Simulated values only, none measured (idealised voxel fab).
Title: Process Module voxel spacer lines
This is section cut - it's 295 nm across, gridded in 5 nm square cells.
A cross-section is a grid of square cells, given in bands from the top down. A band is one or more rows of cells. In this notation a band is specified by the heights of its top and bottom, in that order and in nm, after which its materials appear from left to right, each paired with its width in nm. The word "full width" attached to a single material means that material fills the band from edge to edge; the word "blank" stands for empty space. Heads up on the height convention: 0 is the point under which the incoming wafer is all one material, and the lowest band has no bottom, it just keeps going down, like "0 and below". The two numbers in a width such as "30 to 40" mark its ends across the band: the first belongs to the top row of cells, the second to the bottom row, and from each row to the next the width moves by the same amount. Step marked "no modifications"? Then no cell in the cross-section changed in it. So "Internal closed voids" is basically the list of trapped voids: any empty space of 8 cells or more that can't reach the top through an opening. They're written width x height at distance, the distance being from the left edge, and it's all nm. The remark found on a step's line after its settings is issued by the simulator itself and pertains to that step. If you see "overlay nm" on a step's line and that step has a mask, it's telling you how far right of where it was planned the mask ended up; a negative number means it went left instead.
HERE'S WHAT THE PLANNED PROCESS STEPS LOOK LIKE
1) RECEIVE: material Si
2) CONFORMAL_DEP: material Al2O3, thk nm 10
3) DIRECTIONAL_DEP: material TiN, thk nm 10
4) DIRECTIONAL_DEP: material aC, thk nm 20
5) PATTERN: tone cover, mask id MANDREL, material resist, width nm 25, pitch nm 70, thk nm 25, overlay nm 0
6) DIRECTIONAL_ETCH: etch materials aC, depth nm 20
7) STRIP: etch materials resist
8) CONFORMAL_DEP: material SiO2, thk nm 10
9) DIRECTIONAL_ETCH: etch materials SiO2, depth nm 10
10) STRIP: etch materials aC
11) DIRECTIONAL_ETCH: etch materials TiN, depth nm 10
12) STRIP: etch materials SiO2
13) FILL_DEP: material SiO2, thk nm 5
14) CMP: height nm 20
SO, THE FIRST OF OUR TWO WAFERS, RUN JUST AS WE PLANNED IT
CROSS-SECTION: WAFER ON ARRIVAL = AFTER STEP 1
0 and below: Si full width
Internal closed voids: none
AFTER STEP 2
10 down to 0: Al2O3 full width
Below 0 it's all the same as before, nothing changed down there.
AFTER STEP 3
20 down to 10: TiN full width
Below 10 it's all the same as before, nothing changed down there.
AFTER STEP 4
40 down to 20: aC full width
Below 20 it's all the same as before, nothing changed down there.
AFTER STEP 5
65 down to 40: blank 65 nm  resist 25 nm  blank 45 nm  resist 25 nm  blank 45 nm  resist 25 nm  blank 65 nm
Below 40 it's all the same as before, nothing changed down there.
AFTER STEP 6
45 down to 40: blank 65 nm  resist 25 nm  blank 45 nm  resist 25 nm  blank 45 nm  resist 25 nm  blank 65 nm
40 down to 20: blank 65 nm  aC 25 nm  blank 45 nm  aC 25 nm  blank 45 nm  aC 25 nm  blank 65 nm
Below 20 it's all the same as before, nothing changed down there.
AFTER STEP 7
40 down to 20: blank 65 nm  aC 25 nm  blank 45 nm  aC 25 nm  blank 45 nm  aC 25 nm  blank 65 nm
Below 20 it's all the same as before, nothing changed down there.
AFTER STEP 8
50 down to 40: blank 55 nm  SiO2 45 nm  blank 25 nm  SiO2 45 nm  blank 25 nm  SiO2 45 nm  blank 55 nm
40 down to 30: blank 55 nm  SiO2 10 nm  aC 25 nm  SiO2 10 nm  blank 25 nm  SiO2 10 nm  aC 25 nm  SiO2 10 nm  blank 25 nm  SiO2 10 nm  aC 25 nm  SiO2 10 nm  blank 55 nm
30 down to 20: SiO2 65 nm  aC 25 nm  SiO2 45 nm  aC 25 nm  SiO2 45 nm  aC 25 nm  SiO2 65 nm
Below 20 it's all the same as before, nothing changed down there.
AFTER STEP 9
40 down to 20: blank 55 nm  SiO2 10 nm  aC 25 nm  SiO2 10 nm  blank 25 nm  SiO2 10 nm  aC 25 nm  SiO2 10 nm  blank 25 nm  SiO2 10 nm  aC 25 nm  SiO2 10 nm  blank 55 nm
Below 20 it's all the same as before, nothing changed down there.
AFTER STEP 10
40 down to 20: blank 55 nm  SiO2 10 nm  blank 25 nm  SiO2 10 nm  blank 25 nm  SiO2 10 nm  blank 25 nm  SiO2 10 nm  blank 25 nm  SiO2 10 nm  blank 25 nm  SiO2 10 nm  blank 55 nm
Below 20 it's all the same as before, nothing changed down there.
AFTER STEP 11
40 down to 20: blank 55 nm  SiO2 10 nm  blank 25 nm  SiO2 10 nm  blank 25 nm  SiO2 10 nm  blank 25 nm  SiO2 10 nm  blank 25 nm  SiO2 10 nm  blank 25 nm  SiO2 10 nm  blank 55 nm
20 down to 10: blank 55 nm  TiN 10 nm  blank 25 nm  TiN 10 nm  blank 25 nm  TiN 10 nm  blank 25 nm  TiN 10 nm  blank 25 nm  TiN 10 nm  blank 25 nm  TiN 10 nm  blank 55 nm
Below 10 it's all the same as before, nothing changed down there.
AFTER STEP 12
20 down to 10: blank 55 nm  TiN 10 nm  blank 25 nm  TiN 10 nm  blank 25 nm  TiN 10 nm  blank 25 nm  TiN 10 nm  blank 25 nm  TiN 10 nm  blank 25 nm  TiN 10 nm  blank 55 nm
Below 10 it's all the same as before, nothing changed down there.
AFTER STEP 13
25 down to 20: SiO2 full width
20 down to 10: SiO2 55 nm  TiN 10 nm  SiO2 25 nm  TiN 10 nm  SiO2 25 nm  TiN 10 nm  SiO2 25 nm  TiN 10 nm  SiO2 25 nm  TiN 10 nm  SiO2 25 nm  TiN 10 nm  SiO2 55 nm
Below 10 it's all the same as before, nothing changed down there.
AFTER STEP 14
20 down to 10: SiO2 55 nm  TiN 10 nm  SiO2 25 nm  TiN 10 nm  SiO2 25 nm  TiN 10 nm  SiO2 25 nm  TiN 10 nm  SiO2 25 nm  TiN 10 nm  SiO2 25 nm  TiN 10 nm  SiO2 55 nm
Below 10 it's all the same as before, nothing changed down there.
WAFER TWO: LIKE WAFER ONE IN START AND PLAN, BUT WITH ONE MISTAKE IN EXECUTION; IDENTICAL UP TO AND INCLUDING STEP 1
WHAT THE SECOND WAFER LOOKS LIKE IN CROSS-SECTION WHEN STEP 2 SHOULD HAVE WRAPPED UP
10 down to 0: TiN full width
Below 0 it's all the same as before, nothing changed down there.
WHAT THE SECOND WAFER LOOKS LIKE IN CROSS-SECTION WHEN STEP 3 SHOULD HAVE WRAPPED UP
20 down to 10: Al2O3 full width
Below 10 it's all the same as before, nothing changed down there.
WHAT THE SECOND WAFER LOOKS LIKE IN CROSS-SECTION WHEN STEP 4 SHOULD HAVE WRAPPED UP
40 down to 20: aC full width
Below 20 it's all the same as before, nothing changed down there.
WHAT THE SECOND WAFER LOOKS LIKE IN CROSS-SECTION WHEN STEP 5 SHOULD HAVE WRAPPED UP
65 down to 40: blank 65 nm  resist 25 nm  blank 45 nm  resist 25 nm  blank 45 nm  resist 25 nm  blank 65 nm
Below 40 it's all the same as before, nothing changed down there.
WHAT THE SECOND WAFER LOOKS LIKE IN CROSS-SECTION WHEN STEP 6 SHOULD HAVE WRAPPED UP
45 down to 40: blank 65 nm  resist 25 nm  blank 45 nm  resist 25 nm  blank 45 nm  resist 25 nm  blank 65 nm
40 down to 20: blank 65 nm  aC 25 nm  blank 45 nm  aC 25 nm  blank 45 nm  aC 25 nm  blank 65 nm
Below 20 it's all the same as before, nothing changed down there.
WHAT THE SECOND WAFER LOOKS LIKE IN CROSS-SECTION WHEN STEP 7 SHOULD HAVE WRAPPED UP
40 down to 20: blank 65 nm  aC 25 nm  blank 45 nm  aC 25 nm  blank 45 nm  aC 25 nm  blank 65 nm
Below 20 it's all the same as before, nothing changed down there.
WHAT THE SECOND WAFER LOOKS LIKE IN CROSS-SECTION WHEN STEP 8 SHOULD HAVE WRAPPED UP
50 down to 40: blank 55 nm  SiO2 45 nm  blank 25 nm  SiO2 45 nm  blank 25 nm  SiO2 45 nm  blank 55 nm
40 down to 30: blank 55 nm  SiO2 10 nm  aC 25 nm  SiO2 10 nm  blank 25 nm  SiO2 10 nm  aC 25 nm  SiO2 10 nm  blank 25 nm  SiO2 10 nm  aC 25 nm  SiO2 10 nm  blank 55 nm
30 down to 20: SiO2 65 nm  aC 25 nm  SiO2 45 nm  aC 25 nm  SiO2 45 nm  aC 25 nm  SiO2 65 nm
Below 20 it's all the same as before, nothing changed down there.
WHAT THE SECOND WAFER LOOKS LIKE IN CROSS-SECTION WHEN STEP 9 SHOULD HAVE WRAPPED UP
40 down to 20: blank 55 nm  SiO2 10 nm  aC 25 nm  SiO2 10 nm  blank 25 nm  SiO2 10 nm  aC 25 nm  SiO2 10 nm  blank 25 nm  SiO2 10 nm  aC 25 nm  SiO2 10 nm  blank 55 nm
Below 20 it's all the same as before, nothing changed down there.
WHAT THE SECOND WAFER LOOKS LIKE IN CROSS-SECTION WHEN STEP 10 SHOULD HAVE WRAPPED UP
40 down to 20: blank 55 nm  SiO2 10 nm  blank 25 nm  SiO2 10 nm  blank 25 nm  SiO2 10 nm  blank 25 nm  SiO2 10 nm  blank 25 nm  SiO2 10 nm  blank 25 nm  SiO2 10 nm  blank 55 nm
Below 20 it's all the same as before, nothing changed down there.
What the second wafer looks like in cross-section when step 11 should have wrapped up: no modifications
WHAT THE SECOND WAFER LOOKS LIKE IN CROSS-SECTION WHEN STEP 12 SHOULD HAVE WRAPPED UP
20 down to 10: Al2O3 full width
Below 10 it's all the same as before, nothing changed down there.
WHAT THE SECOND WAFER LOOKS LIKE IN CROSS-SECTION WHEN STEP 13 SHOULD HAVE WRAPPED UP
25 down to 20: SiO2 full width
Below 20 it's all the same as before, nothing changed down there.
WHAT THE SECOND WAFER LOOKS LIKE IN CROSS-SECTION WHEN STEP 14 SHOULD HAVE WRAPPED UP
20 down to 10: Al2O3 full width
Below 10 it's all the same as before, nothing changed down there.
Heads up, the wafer didn't run the way we planned it: the processing plan was not followed for steps 2 and 3, which were run with their positions exchanged
Wrapping up, a cell-based count of both wafers puts the second over or under the first for these materials: -94 SiO2 | +94 TiN
